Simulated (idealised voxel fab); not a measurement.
The process module presented herein is designated voxel wiring stack.
For reference, the cross-section in this document is cut, with width 180 nm and square cells of 5 nm.
Cross-section, as written here: a square-cell grid given band by band from the top down, where a band holds one or more rows of cells.
It is stipulated that each band's entry specify, in nanometres, the height of the top of the band and then that of its bottom, followed by the materials of the band in left-to-right sequence, each together with its width in nanometres. A single material marked by the word "full width" is understood to fill the band from edge to edge; the word "empty" is understood to denote empty space.
Measure heights from 0. That's the level where, below it, the as-received wafer is all one material. The lowest band is bottomless and extends downward; write it as in "0 -> down".
Width: "30->40" (first number = top row, second number = bottom row, same change from row to row of cells).
"no change" after a step means that no cell of the cross-section changed.
What "Closed cavity list" gives you is every empty space of 8 cells or more that is cut off from the top. Each appears as width x height at distance, with the distance taken from the left edge and width, height and distance all in nm.
It should be noted that, on the line of a given step, the content following the step's settings is a remark produced by the simulator itself with respect to that step.
If you see "overlay nm" on a step's line and that step has a mask, it's telling you how far right of where it was planned the mask ended up; a negative number means it went left instead.
[So here's the lineup of process steps we planned]
1. op RECEIVE | material Si
2. op CONFORMAL_DEP | material SiO2 | thk nm 10
3. op DIRECTIONAL_DEP | material TiN | thk nm 5
4. op DIRECTIONAL_DEP | material W | thk nm 20
5. op MASKED_ETCH | tone cover | mask id METAL_1 | width nm 25 | pitch nm 45 | etch materials W | depth nm 20 | overlay nm 0
6. op MASKED_ETCH | tone cover | mask id METAL_1 | width nm 25 | pitch nm 45 | etch materials TiN | depth nm 5 | overlay nm 0
7. op FILL_DEP | material SiO2 | thk nm 5
8. op CMP | height nm 35
9. op CONFORMAL_DEP | material SiCN | thk nm 5
10. op DIRECTIONAL_DEP | material lowk | thk nm 25
11. op DIRECTIONAL_DEP | material aC | thk nm 15
12. op PATTERN | tone open | mask id METAL_2_HOLES | material resist | width nm 15 | pitch nm 45 | thk nm 30 | overlay nm 0
13. op DIRECTIONAL_ETCH | etch materials aC | depth nm 15
14. op STRIP | etch materials resist
15. op DIRECTIONAL_ETCH | etch materials lowk | depth nm 25
16. op STRIP | etch materials aC
17. op PATTERN | tone open | mask id METAL_2 | material resist | width nm 25 | pitch nm 45 | thk nm 15 | overlay nm 0
18. op DIRECTIONAL_ETCH | etch materials lowk | depth nm 15
19. op DIRECTIONAL_ETCH | etch materials SiCN | depth nm 5
20. op STRIP | etch materials resist
21. op CONFORMAL_DEP | material TiN | thk nm 5
22. op FILL_DEP | material Cu | thk nm 10
23. op CMP | height nm 65
24. op CONFORMAL_DEP | material SiCN | thk nm 5
25. op DIRECTIONAL_DEP | material SiO2 | thk nm 25
26. op MASKED_ETCH | tone open | mask id METAL_3_HOLES | width nm 15 | pitch nm 45 | etch materials SiO2 | depth nm 25 | overlay nm 0
27. op DIRECTIONAL_DEP | material aC | thk nm 15
28. op PATTERN | tone open | mask id METAL_3 | material resist | width nm 25 | pitch nm 45 | thk nm 30 | overlay nm 0
29. op DIRECTIONAL_ETCH | etch materials aC | depth nm 15
30. op STRIP | etch materials resist
31. op DIRECTIONAL_ETCH | etch materials SiO2 | depth nm 15
32. op DIRECTIONAL_ETCH | etch materials SiCN | depth nm 5
33. op STRIP | etch materials aC
34. op CONFORMAL_DEP | material TiN | thk nm 5
35. op FILL_DEP | material Cu | thk nm 5
36. op CMP | height nm 95
37. op CONFORMAL_DEP | material SiCN | thk nm 5
[Incoming wafer, cross-sectional view, post step 1]
	0 -> down  Si full width
	Closed cavity list: none
[a wafer at the end: this start, this plan, one mistake]
	100 -> 95  SiCN full width
	95 -> 90  55 of SiCN, then 25 of TiN, then 20 of SiCN, then 25 of TiN, then 55 of SiCN
	90 -> 65  SiO2 full width
	65 -> 55  55 of lowk, then 5 of TiN, then 15 of Cu, then 5 of TiN, then 20 of lowk, then 5 of TiN, then 15 of Cu, then 5 of TiN, then 55 of lowk
	55 -> 50  55 of lowk, then 5 of TiN, then 5 of Cu, then 15 of TiN, then 20 of lowk, then 5 of TiN, then 5 of Cu, then 15 of TiN, then 55 of lowk
	50 -> 40  55 of lowk, then 5 of TiN, then 5 of Cu, then 5 of TiN, then 30 of lowk, then 5 of TiN, then 5 of Cu, then 5 of TiN, then 65 of lowk
	40 -> 35  55 of SiCN, then 15 of TiN, then 30 of SiCN, then 15 of TiN, then 65 of SiCN
	35 -> 15  55 of SiO2, then 25 of W, then 20 of SiO2, then 25 of W, then 55 of SiO2
	15 -> 10  55 of SiO2, then 25 of TiN, then 20 of SiO2, then 25 of TiN, then 55 of SiO2
	10 -> 0  SiO2 full width
	0 -> down  Si full width
	Closed cavity list: none
The plan and the run diverged here: plan steps 24 and 25 run swapped
